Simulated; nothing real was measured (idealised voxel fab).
Process module under the name voxel transistor to metal
Square cell edge 5 nm, section width 140 nm, ID cut.
A cross-section in this document is a grid of square cells, and it is written down as bands, the top band listed before the ones below it; a band is made up of one or more rows of cells.
First you get the band's top height and its bottom height, in nm, and then the materials it's made of, left to right, with each width in nm. If you see a single material with "everywhere", that one covers the band edge to edge. "empty" is empty space.
Measure heights from 0. That's the level where, below it, the as-received wafer is all one material. The lowest band is bottomless and extends downward; write it as in "z 0 and below".
Width spec "30->40" -> top row of cells at first value, bottom row at second value, equal per-row change in between.
The designation "no change occurred", where it is given for a processing step, indicates that no cell of the cross-section was altered in the course of that step.
"Tabulated closed voids" lists enclosed empty spaces (at least 8 cells, no open path upward to the top), each as width x height at distance from the left edge, in nm.
Note: text after step settings on the step line = simulator remark on that step.
If you see "overlay nm" on a step's line and that step has a mask, it's telling you how far right of where it was planned the mask ended up; a negative number means it went left instead.
Note on reading: below, each pair holds a cross-section from before one process step and one from after it; the one from after shows only down to the lowest band that changed. Beneath the pair, the step in between is stated along with its settings. The pairs can stem from different runs of this module on the same starting wafer. Where a pair's entry headed "Pre-step geometry" says so, and only there, that pair continues from the pair above it.

[Pre-step geometry]
	z 50 to 40 | SiO2 (25)  empty (30)  SiO2 (25)  empty (30)  SiO2 (30)
	z 40 to 25 | SiO2 (25)  empty (25)  SiN (5)  SiO2 (5)  SiCN (15)  SiO2 (5)  SiN (5)  empty (25)  SiO2 (30)
	z 25 to 15 | SiO2 (25)  empty (25)  SiN (5)  SiO2 (5)  polySi (15)  SiO2 (5)  SiN (5)  empty (25)  SiO2 (30)
	z 15 to 5 | SiO2 (25)  nSi (25)  SiN (5)  SiO2 (5)  polySi (15)  SiO2 (5)  SiN (5)  nSi (45)  SiO2 (10)
	z 5 to 0 | SiO2 (25)  nSi (5)  SiN (5)  nSi (15)  SiN (5)  SiO2 (5)  polySi (15)  SiO2 (5)  SiN (5)  nSi (35)  SiN (5)  nSi (5)  SiO2 (10)
	z 0 to -5 | SiO2 (35)  nSi (15)  SiO2 (35)  nSi (35)  SiO2 (20)
	z -5 to -20 | SiO2 (20)  Si (15)  nSi (15)  Si (35)  nSi (35)  Si (5)  SiO2 (15)
	z -20 to -35 | SiO2 (20)  Si (105)  SiO2 (15)
	z -35 and below | Si everywhere
	Tabulated closed voids: none

[Section, Post-Step]
	z 55 to 50 | TiN (30)  empty (20)  TiN (35)  empty (20)  TiN (35)
	z 50 to 40 | SiO2 (25)  TiN (5)  empty (20->15)  TiN (5->10)  SiO2 (25)  TiN (5->10)  empty (20->15)  TiN (5)  SiO2 (30)
	z 40 to 25 | SiO2 (25)  TiN (5)  empty (15)  TiN (5)  SiN (5)  SiO2 (5)  SiCN (15)  SiO2 (5)  SiN (5)  TiN (5)  empty (15)  TiN (5)  SiO2 (30)
	z 25 to 20 | SiO2 (25)  TiN (5)  empty (15)  TiN (5)  SiN (5)  SiO2 (5)  polySi (15)  SiO2 (5)  SiN (5)  TiN (5)  empty (15)  TiN (5)  SiO2 (30)
	z 20 to 15 | SiO2 (25)  TiN (25)  SiN (5)  SiO2 (5)  polySi (15)  SiO2 (5)  SiN (5)  TiN (25)  SiO2 (30)
	Below 15 it's all the same as before, nothing changed down there.
	Tabulated closed voids: none
What process step lies between the two cross-sections above? CONFORMAL_DEP with material TiN, thk nm 5

Pre-step geometry: starting point is the after cross-section of the pair just above.

[Section, Post-Step]
	z 65 to 55 | W everywhere
	z 55 to 50 | TiN (30)  W (20)  TiN (35)  W (20)  TiN (35)
	z 50 to 40 | SiO2 (25)  TiN (5)  W (20->15)  TiN (5->10)  SiO2 (25)  TiN (5->10)  W (20->15)  TiN (5)  SiO2 (30)
	z 40 to 25 | SiO2 (25)  TiN (5)  W (15)  TiN (5)  SiN (5)  SiO2 (5)  SiCN (15)  SiO2 (5)  SiN (5)  TiN (5)  W (15)  TiN (5)  SiO2 (30)
	z 25 to 20 | SiO2 (25)  TiN (5)  W (15)  TiN (5)  SiN (5)  SiO2 (5)  polySi (15)  SiO2 (5)  SiN (5)  TiN (5)  W (15)  TiN (5)  SiO2 (30)
	Below 20 it's all the same as before, nothing changed down there.
	Tabulated closed voids: none
What process step lies between the two cross-sections above? FILL_DEP with material W, thk nm 10

Pre-step geometry: starting point is the after cross-section of the pair just above.

[Section, Post-Step]
	z 50 to 40 | SiO2 (25)  TiN (5)  W (20->15)  TiN (5->10)  SiO2 (25)  TiN (5->10)  W (20->15)  TiN (5)  SiO2 (30)
	Below 40 it's all the same as before, nothing changed down there.
	Tabulated closed voids: none
What process step lies between the two cross-sections above? CMP with height nm 50

Pre-step geometry: starting point is the after cross-section of the pair just above.

[Section, Post-Step]
	z 55 to 50 | TiN everywhere
	Below 50 it's all the same as before, nothing changed down there.
	Tabulated closed voids: none
What process step lies between the two cross-sections above? DIRECTIONAL_DEP with material TiN, thk nm 5

Pre-step geometry: starting point is the after cross-section of the pair just above.

[Section, Post-Step]
	z 75 to 55 | Ru everywhere
	Below 55 it's all the same as before, nothing changed down there.
	Tabulated closed voids: none
What process step lies between the two cross-sections above? DIRECTIONAL_DEP with material Ru, thk nm 20

Pre-step geometry: starting point is the after cross-section of the pair just above.

[Section, Post-Step]
	z 90 to 75 | aC everywhere
	Below 75 it's all the same as before, nothing changed down there.
	Tabulated closed voids: none
What process step lies between the two cross-sections above? DIRECTIONAL_DEP with material aC, thk nm 15

Pre-step geometry: starting point is the after cross-section of the pair just above.

[Section, Post-Step]
	z 120 to 90 | empty (25)  resist (20)  empty (45)  resist (20)  empty (30)
	Below 90 it's all the same as before, nothing changed down there.
	Tabulated closed voids: none
What process step lies between the two cross-sections above? PATTERN with tone cover, mask id METAL_1, material resist, width nm 20, pitch nm 65, thk nm 30, overlay nm 0

Pre-step geometry: starting point is the after cross-section of the pair just above.

[Section, Post-Step]
	z 105 to 90 | empty (25)  resist (20)  empty (45)  resist (20)  empty (30)
	z 90 to 75 | empty (25)  aC (20)  empty (45)  aC (20)  empty (30)
	Below 75 it's all the same as before, nothing changed down there.
	Tabulated closed voids: none
What process step lies between the two cross-sections above? DIRECTIONAL_ETCH with etch materials aC, depth nm 15

Pre-step geometry: starting point is the after cross-section of the pair just above.

[Section, Post-Step]
	z 90 to 75 | empty (25)  aC (20)  empty (45)  aC (20)  empty (30)
	Below 75 it's all the same as before, nothing changed down there.
	Tabulated closed voids: none
What process step lies between the two cross-sections above? STRIP with etch materials resist

Pre-step geometry: starting point is the after cross-section of the pair just above.

[Section, Post-Step]
	z 90 to 75 | empty (25)  aC (20)  empty (45)  aC (20)  empty (30)
	z 75 to 55 | empty (25)  Ru (20)  empty (45)  Ru (20)  empty (30)
	Below 55 it's all the same as before, nothing changed down there.
	Tabulated closed voids: none
What process step lies between the two cross-sections above? DIRECTIONAL_ETCH with etch materials Ru, depth nm 20

Pre-step geometry: starting point is the after cross-section of the pair just above.

[Section, Post-Step]
	z 90 to 75 | empty (25)  aC (20)  empty (45)  aC (20)  empty (30)
	z 75 to 55 | empty (25)  Ru (20)  empty (45)  Ru (20)  empty (30)
	z 55 to 50 | empty (25)  TiN (20)  empty (45)  TiN (20)  empty (30)
	Below 50 it's all the same as before, nothing changed down there.
	Tabulated closed voids: none
What process step lies between the two cross-sections above? DIRECTIONAL_ETCH with etch materials TiN, depth nm 5

Pre-step geometry: starting point is the after cross-section of the pair just above.

[Section, Post-Step]
	z 75 to 55 | empty (25)  Ru (20)  empty (45)  Ru (20)  empty (30)
	Below 55 it's all the same as before, nothing changed down there.
	Tabulated closed voids: none
What process step lies between the two cross-sections above? STRIP with etch materials aC

Pre-step geometry: starting point is the after cross-section of the pair just above.

[Section, Post-Step]
	z 80 to 75 | empty (20)  SiCN (30)  empty (35)  SiCN (30)  empty (25)
	z 75 to 55 | empty (20)  SiCN (5)  Ru (20)  SiCN (5)  empty (35)  SiCN (5)  Ru (20)  SiCN (5)  empty (25)
	z 55 to 50 | SiCN (25)  TiN (20)  SiCN (45)  TiN (20)  SiCN (30)
	Below 50 it's all the same as before, nothing changed down there.
	Tabulated closed voids: none
What process step lies between the two cross-sections above? CONFORMAL_DEP with material SiCN, thk nm 5

Pre-step geometry: starting point is the after cross-section of the pair just above.

[Section, Post-Step]
	z 90 to 80 | SiO2 everywhere
	z 80 to 75 | SiO2 (20)  SiCN (30)  SiO2 (35)  SiCN (30)  SiO2 (25)
	z 75 to 55 | SiO2 (20)  SiCN (5)  Ru (20)  SiCN (5)  SiO2 (35)  SiCN (5)  Ru (20)  SiCN (5)  SiO2 (25)
	Below 55 it's all the same as before, nothing changed down there.
	Tabulated closed voids: none
What process step lies between the two cross-sections above? FILL_DEP with material SiO2, thk nm 10

Pre-step geometry: starting point is the after cross-section of the pair just above.

[Section, Post-Step]
	z 75 to 55 | SiO2 (20)  SiCN (5)  Ru (20)  SiCN (5)  SiO2 (35)  SiCN (5)  Ru (20)  SiCN (5)  SiO2 (25)
	Below 55 it's all the same as before, nothing changed down there.
	Tabulated closed voids: none
What process step lies between the two cross-sections above? CMP with height nm 75

Pre-step geometry: starting point is the after cross-section of the pair just above.

[Section, Post-Step]
	z 80 to 75 | SiN everywhere
	Below 75 it's all the same as before, nothing changed down there.
	Tabulated closed voids: none
What process step lies between the two cross-sections above? CONFORMAL_DEP with material SiN, thk nm 5

[Pre-step geometry]
	z 75 to 55 | SiO2 (20)  SiCN (5)  Ru (20)  SiCN (5)  SiO2 (35)  SiCN (5)  Ru (20)  SiCN (5)  SiO2 (25)
	z 55 to 50 | SiCN (25)  TiN (20)  SiCN (45)  TiN (20)  SiCN (30)
	z 50 to 40 | SiO2 (25)  TiN (5)  W (20->15)  TiN (5->10)  SiO2 (25)  TiN (5->10)  W (20->15)  TiN (5)  SiO2 (30)
	z 40 to 25 | SiO2 (25)  TiN (5)  W (15)  TiN (5)  SiN (5)  SiO2 (5)  SiCN (15)  SiO2 (5)  SiN (5)  TiN (5)  W (15)  TiN (5)  SiO2 (30)
	z 25 to 20 | SiO2 (25)  TiN (5)  W (15)  TiN (5)  SiN (5)  SiO2 (5)  polySi (15)  SiO2 (5)  SiN (5)  TiN (5)  W (15)  TiN (5)  SiO2 (30)
	z 20 to 15 | SiO2 (25)  TiN (25)  SiN (5)  SiO2 (5)  polySi (15)  SiO2 (5)  SiN (5)  TiN (25)  SiO2 (30)
	z 15 to 5 | SiO2 (15)  nSi (35)  SiN (5)  SiO2 (5)  polySi (15)  SiO2 (5)  SiN (5)  nSi (35)  SiO2 (20)
	z 5 to 0 | SiO2 (15)  nSi (5)  SiN (5)  nSi (25)  SiN (5)  SiO2 (5)  polySi (15)  SiO2 (5)  SiN (5)  nSi (25)  SiN (5)  nSi (5)  SiO2 (20)
	z 0 to -5 | SiO2 (25)  nSi (25)  SiO2 (35)  nSi (25)  SiO2 (30)
	z -5 to -20 | SiO2 (20)  Si (5)  nSi (25)  Si (35)  nSi (25)  Si (5)  SiO2 (25)
	z -20 to -35 | SiO2 (20)  Si (95)  SiO2 (25)
	z -35 and below | Si everywhere
	Tabulated closed voids: none

[Section, Post-Step]
	z 80 to 75 | aC everywhere
	Below 75 it's all the same as before, nothing changed down there.
	Tabulated closed voids: none
What process step lies between the two cross-sections above? CONFORMAL_DEP with material aC, thk nm 5

[Pre-step geometry]
	z 90 to 75 | aC everywhere
	z 75 to 55 | Ru everywhere
	z 55 to 50 | TiN everywhere
	z 50 to 40 | SiO2 (25)  TiN (5)  W (20->15)  TiN (5->10)  SiO2 (25)  TiN (5->10)  W (20->15)  TiN (5)  SiO2 (30)
	z 40 to 25 | SiO2 (25)  TiN (5)  W (15)  TiN (5)  SiN (5)  SiO2 (5)  SiCN (15)  SiO2 (5)  SiN (5)  TiN (5)  W (15)  TiN (5)  SiO2 (30)
	z 25 to 20 | SiO2 (25)  TiN (5)  W (15)  TiN (5)  SiN (5)  SiO2 (5)  polySi (15)  SiO2 (5)  SiN (5)  TiN (5)  W (15)  TiN (5)  SiO2 (30)
	z 20 to 15 | SiO2 (25)  TiN (25)  SiN (5)  SiO2 (5)  polySi (15)  SiO2 (5)  SiN (5)  TiN (25)  SiO2 (30)
	z 15 to 5 | SiO2 (15)  nSi (35)  SiN (5)  SiO2 (5)  polySi (15)  SiO2 (5)  SiN (5)  nSi (35)  SiO2 (20)
	z 5 to 0 | SiO2 (15)  nSi (5)  SiN (5)  nSi (25)  SiN (5)  SiO2 (5)  polySi (15)  SiO2 (5)  SiN (5)  nSi (25)  SiN (5)  nSi (5)  SiO2 (20)
	z 0 to -5 | SiO2 (25)  nSi (25)  SiO2 (35)  nSi (25)  SiO2 (30)
	z -5 to -20 | SiO2 (20)  Si (5)  nSi (25)  Si (35)  nSi (25)  Si (5)  SiO2 (25)
	z -20 to -35 | SiO2 (20)  Si (95)  SiO2 (25)
	z -35 and below | Si everywhere
	Tabulated closed voids: none

[Section, Post-Step]
	z 120 to 90 | resist (25)  empty (20)  resist (45)  empty (20)  resist (30)
	Below 90 it's all the same as before, nothing changed down there.
	Tabulated closed voids: none
What process step lies between the two cross-sections above? PATTERN with tone open, mask id METAL_1, material resist, width nm 20, pitch nm 65, thk nm 30, overlay nm 0

Pre-step geometry: starting point is the after cross-section of the pair just above.

[Section, Post-Step]
	z 105 to 90 | resist (25)  empty (20)  resist (45)  empty (20)  resist (30)
	z 90 to 75 | aC (25)  empty (20)  aC (45)  empty (20)  aC (30)
	Below 75 it's all the same as before, nothing changed down there.
	Tabulated closed voids: none
What process step lies between the two cross-sections above? DIRECTIONAL_ETCH with etch materials aC, depth nm 15

Pre-step geometry: starting point is the after cross-section of the pair just above.

[Section, Post-Step]
	z 90 to 75 | aC (25)  empty (20)  aC (45)  empty (20)  aC (30)
	Below 75 it's all the same as before, nothing changed down there.
	Tabulated closed voids: none
What process step lies between the two cross-sections above? STRIP with etch materials resist

Pre-step geometry: starting point is the after cross-section of the pair just above.

[Section, Post-Step]
	z 90 to 75 | aC (25)  empty (20)  aC (45)  empty (20)  aC (30)
	z 75 to 55 | Ru (25)  empty (20)  Ru (45)  empty (20)  Ru (30)
	Below 55 it's all the same as before, nothing changed down there.
	Tabulated closed voids: none
What process step lies between the two cross-sections above? DIRECTIONAL_ETCH with etch materials Ru, depth nm 20

Pre-step geometry: starting point is the after cross-section of the pair just above.

[Section, Post-Step]
	z 90 to 75 | aC (25)  empty (20)  aC (45)  empty (20)  aC (30)
	z 75 to 55 | Ru (25)  empty (20)  Ru (45)  empty (20)  Ru (30)
	z 55 to 50 | TiN (25)  empty (20)  TiN (45)  empty (20)  TiN (30)
	Below 50 it's all the same as before, nothing changed down there.
	Tabulated closed voids: none
What process step lies between the two cross-sections above? DIRECTIONAL_ETCH with etch materials TiN, depth nm 5

Pre-step geometry: starting point is the after cross-section of the pair just above.

[Section, Post-Step]
	z 75 to 55 | Ru (25)  empty (20)  Ru (45)  empty (20)  Ru (30)
	Below 55 it's all the same as before, nothing changed down there.
	Tabulated closed voids: none
What process step lies between the two cross-sections above? STRIP with etch materials aC

Pre-step geometry: starting point is the after cross-section of the pair just above.

[Section, Post-Step]
	z 80 to 75 | SiCN (30)  empty (10)  SiCN (55)  empty (10)  SiCN (35)
	z 75 to 55 | Ru (25)  SiCN (5)  empty (10)  SiCN (5)  Ru (45)  SiCN (5)  empty (10)  SiCN (5)  Ru (30)
	z 55 to 50 | TiN (25)  SiCN (20)  TiN (45)  SiCN (20)  TiN (30)
	Below 50 it's all the same as before, nothing changed down there.
	Tabulated closed voids: none
What process step lies between the two cross-sections above? CONFORMAL_DEP with material SiCN, thk nm 5

Pre-step geometry: starting point is the after cross-section of the pair just above.

[Section, Post-Step]
	z 90 to 80 | SiO2 everywhere
	z 80 to 75 | SiCN (30)  SiO2 (10)  SiCN (55)  SiO2 (10)  SiCN (35)
	z 75 to 55 | Ru (25)  SiCN (5)  SiO2 (10)  SiCN (5)  Ru (45)  SiCN (5)  SiO2 (10)  SiCN (5)  Ru (30)
	Below 55 it's all the same as before, nothing changed down there.
	Tabulated closed voids: none
What process step lies between the two cross-sections above? FILL_DEP with material SiO2, thk nm 10

Pre-step geometry: starting point is the after cross-section of the pair just above.

[Section, Post-Step]
	z 75 to 55 | Ru (25)  SiCN (5)  SiO2 (10)  SiCN (5)  Ru (45)  SiCN (5)  SiO2 (10)  SiCN (5)  Ru (30)
	Below 55 it's all the same as before, nothing changed down there.
	Tabulated closed voids: none
What process step lies between the two cross-sections above? CMP with height nm 75

Pre-step geometry: starting point is the after cross-section of the pair just above.

[Section, Post-Step]
	z 80 to 75 | SiN everywhere
	Below 75 it's all the same as before, nothing changed down there.
	Tabulated closed voids: none
What process step lies between the two cross-sections above? CONFORMAL_DEP with material SiN, thk nm 5
